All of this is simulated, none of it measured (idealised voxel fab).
The following is a process module called voxel spacer lines.
The width of the displayed cross-section, cut, is 230 nm; its cells are square, with a size of 5 nm.
In this document a cross-section is written as a grid of square cells. It is given as a series of bands, listed from the top down, and a band is one or more rows of cells.
It is stipulated that each band's entry specify, in nanometres, the height of the top of the band and then that of its bottom, followed by the materials of the band in left-to-right sequence, each together with its width in nanometres. A single material marked by the word "full width" is understood to fill the band from edge to edge; the word "empty" is understood to denote empty space.
For the purposes of this specification, 0 denotes the height below which the wafer in its as-received condition is composed wholly of one material, and the lowermost band, lacking a lower limit, extends downward without end, as expressed in "from 0 down".
Note: "30..40" means the width goes from the first number (top row of the band) to the second number (bottom row) in equal steps per row of cells.
"nothing altered" after a step means that no cell of the cross-section changed.
Heads up: "Completely enclosed voids" only lists the empty pockets with no open path to the top that are 8 cells or more, and it writes them as width x height at distance, distance from the left edge, in nm.
Note: text after step settings on the step line = simulator remark on that step.
When a step includes a mask, the "overlay nm" setting on its line states how far to the right of its planned place that mask lay, and negative values state how far to the left.

[Listed below are the process steps as planned]
1: op RECEIVE | material Si
2: op CONFORMAL_DEP | material Al2O3 | thk nm 5
3: op DIRECTIONAL_DEP | material SiN | thk nm 15
4: op DIRECTIONAL_DEP | material aC | thk nm 25
5: op PATTERN | tone cover | mask id MANDREL | material resist | width nm 25 | pitch nm 80 | thk nm 30 | overlay nm 0
6: op DIRECTIONAL_ETCH | etch materials aC | depth nm 25
7: op STRIP | etch materials resist
8: op CONFORMAL_DEP | material SiO2 | thk nm 15
9: op DIRECTIONAL_ETCH | etch materials SiO2 | depth nm 15
10: op STRIP | etch materials aC
11: op DIRECTIONAL_ETCH | etch materials SiN | depth nm 15
12: op STRIP | etch materials SiO2

[Wafer cross-section on receipt, i.e. after step 1]
> from 0 down = Si full width
> Completely enclosed voids: none

[The first of two wafers, cross-sectioned at the end of the module, with the run proceeding as planned]
> from 20 to 5 = empty=45; SiN=15; empty=25; SiN=15; empty=25; SiN=15; empty=25; SiN=15; empty=50
> from 5 to 0 = Al2O3 full width
> from 0 down = Si full width
> Completely enclosed voids: none

[Cross-sectional view: second of two wafers, end of module; start and plan identical to the first, one mistake in running]
> from 35 to 20 = empty=45; SiN=15; empty=25; SiN=15; empty=25; SiN=15; empty=25; SiN=15; empty=50
> from 20 to 5 = SiN full width
> from 5 to 0 = Al2O3 full width
> from 0 down = Si full width
> Completely enclosed voids: none
In executing the process, a mistake was made relative to the plan: step 3 of the plan was twice carried out
Count the cells at the end and the second wafer has more or fewer of some materials than the first: SiN: 138 more
